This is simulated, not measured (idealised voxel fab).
process module | voxel capacitor over wiring
cross-section cut | 215 nm wide | cells 5 nm
A cross-section is a grid of square cells, given in bands from the top down. A band is one or more rows of cells.
Each band's line starts with the height of the band's top and of its bottom, in nm. Then come its materials from left to right, each with its width in nm. One material with "throughout" fills the band from edge to edge. "air" is empty space.
Height 0 is the level under which the wafer as received is all one material. The lowest band goes on downwards, as in "0 down".
A width such as "30 to 40" changes by the same amount from each row of cells to the next, from the band's top row to its bottom row.
"no change" after a step means that no cell of the cross-section changed.
closed voids: empty space of 8 cells or more with no open way to the top, each as width x height at its distance from the left edge, in nm
after a step's settings: what the simulator itself notes on the step
overlay nm, on a step with a mask: how far to the right of its planned place the mask lay; to the left if negative
plan
1 op RECEIVE | material Si
2 op CONFORMAL_DEP | material SiO2 | thk nm 15
3 op CONFORMAL_DEP | material SiN | thk nm 5
4 op DIRECTIONAL_DEP | material lowk | thk nm 20
5 op MASKED_ETCH | tone open | mask id METAL_1 | width nm 25 | pitch nm 95 | etch materials lowk | depth nm 20 | overlay nm 0
6 op MASKED_ETCH | tone open | mask id METAL_1 | width nm 25 | pitch nm 95 | etch materials SiN | depth nm 5 | overlay nm 0
7 op CONFORMAL_DEP | material TiN | thk nm 5
8 op FILL_DEP | material W | thk nm 5
9 op CMP | height nm 40
10 op EPI | material Ru | thk nm 5
11 op FILL_DEP | material SiCN | thk nm 5
12 op DIRECTIONAL_DEP | material SiO2 | thk nm 10
13 op PATTERN | tone open | mask id PLUG_1 | material resist | width nm 15 | thk nm 15 | overlay nm 0
14 op DIRECTIONAL_ETCH | etch materials SiO2 | depth nm 10
15 op DIRECTIONAL_ETCH | etch materials SiCN | depth nm 5
16 op STRIP | etch materials resist
17 op CONFORMAL_DEP | material TiN | thk nm 5
18 op FILL_DEP | material Ru | thk nm 5
19 op CMP | height nm 60
20 op DIRECTIONAL_DEP | material TiN | thk nm 10
21 op DIRECTIONAL_DEP | material HfO2 | thk nm 5
22 op DIRECTIONAL_DEP | material TiN | thk nm 10
23 op DIRECTIONAL_DEP | material aC | thk nm 10
24 op PATTERN | tone cover | mask id UPPER_PLATE | material resist | width nm 75 | thk nm 25 | overlay nm 0
25 op DIRECTIONAL_ETCH | etch materials aC | depth nm 10
26 op STRIP | etch materials resist
27 op DIRECTIONAL_ETCH | etch materials TiN | depth nm 10
28 op DIRECTIONAL_ETCH | etch materials HfO2 | depth nm 5
29 op STRIP | etch materials aC
30 op MASKED_ETCH | tone cover | mask id LOWER_PLATE | width nm 85 | etch materials TiN | depth nm 10 | overlay nm 0
31 op FILL_DEP | material SiO2 | thk nm 20
32 op CMP | height nm 100
33 op PATTERN | tone open | mask id PLUG_2 | material resist | width nm 15 | thk nm 20 | overlay nm 0
34 op DIRECTIONAL_ETCH | etch materials SiO2 | depth nm 15
35 op STRIP | etch materials resist
36 op CONFORMAL_DEP | material TiN | thk nm 5
37 op FILL_DEP | material Ru | thk nm 5
38 op CMP | height nm 100
39 op CONFORMAL_DEP | material SiN | thk nm 5
as received, after step 1
  0 down: Si throughout
  closed voids: none
first wafer at the end, as planned
  105 to 100: SiN throughout
  100 to 90: SiO2 65 | TiN 5 | Ru 5 | TiN 5 | SiO2 135
  90 to 85: SiO2 65 | TiN 15 | SiO2 135
  85 to 75: SiO2 55 | TiN 75 | SiO2 85
  75 to 70: SiO2 55 | HfO2 75 | SiO2 85
  70 to 60: SiO2 50 | TiN 85 | SiO2 80
  60 to 50: SiO2 55 | TiN 5 | Ru 5 | TiN 5 | SiO2 145
  50 to 45: SiCN 55 | TiN 15 | SiCN 145
  45 to 40: SiCN 40 | Ru 35 | SiCN 60 | Ru 35 | SiCN 45
  40 to 20: lowk 45 | TiN 5 | W 15 | TiN 5 | lowk 70 | TiN 5 | W 15 | TiN 5 | lowk 50
  20 to 15: SiN 45 | TiN 25 | SiN 70 | TiN 25 | SiN 50
  15 to 0: SiO2 throughout
  0 down: Si throughout
  closed voids: none
second wafer at the end: like start, like plan, one mistake
  105 to 100: SiN throughout
  100 to 90: SiO2 65 | TiN 5 | Ru 5 | TiN 5 | SiO2 135
  90 to 85: SiO2 65 | TiN 15 | SiO2 135
  85 to 75: SiO2 55 | TiN 75 | SiO2 85
  75 to 70: SiO2 55 | HfO2 75 | SiO2 85
  70 to 60: SiO2 50 | TiN 85 | SiO2 80
  60 to 50: SiO2 55 | TiN 5 | Ru 5 | TiN 5 | SiO2 145
  50 to 45: SiCN 55 | TiN 15 | SiCN 145
  45 to 40: SiCN 40 | Ru 35 | SiCN 60 | Ru 35 | SiCN 45
  40 to 35: lowk 45 | TiN 5 | W 15 | TiN 5 | lowk 70 | TiN 5 | W 15 | TiN 5 | lowk 50
  35 to 30: SiN 45 | TiN 25 | SiN 70 | TiN 25 | SiN 50
  30 to 0: SiO2 throughout
  0 down: Si throughout
  closed voids: none
what went wrong: step 2 was run twice
at the end the second wafer has, in cells: 129 more of SiO2 | 12 fewer of TiN | 18 fewer of W | 99 fewer of lowk
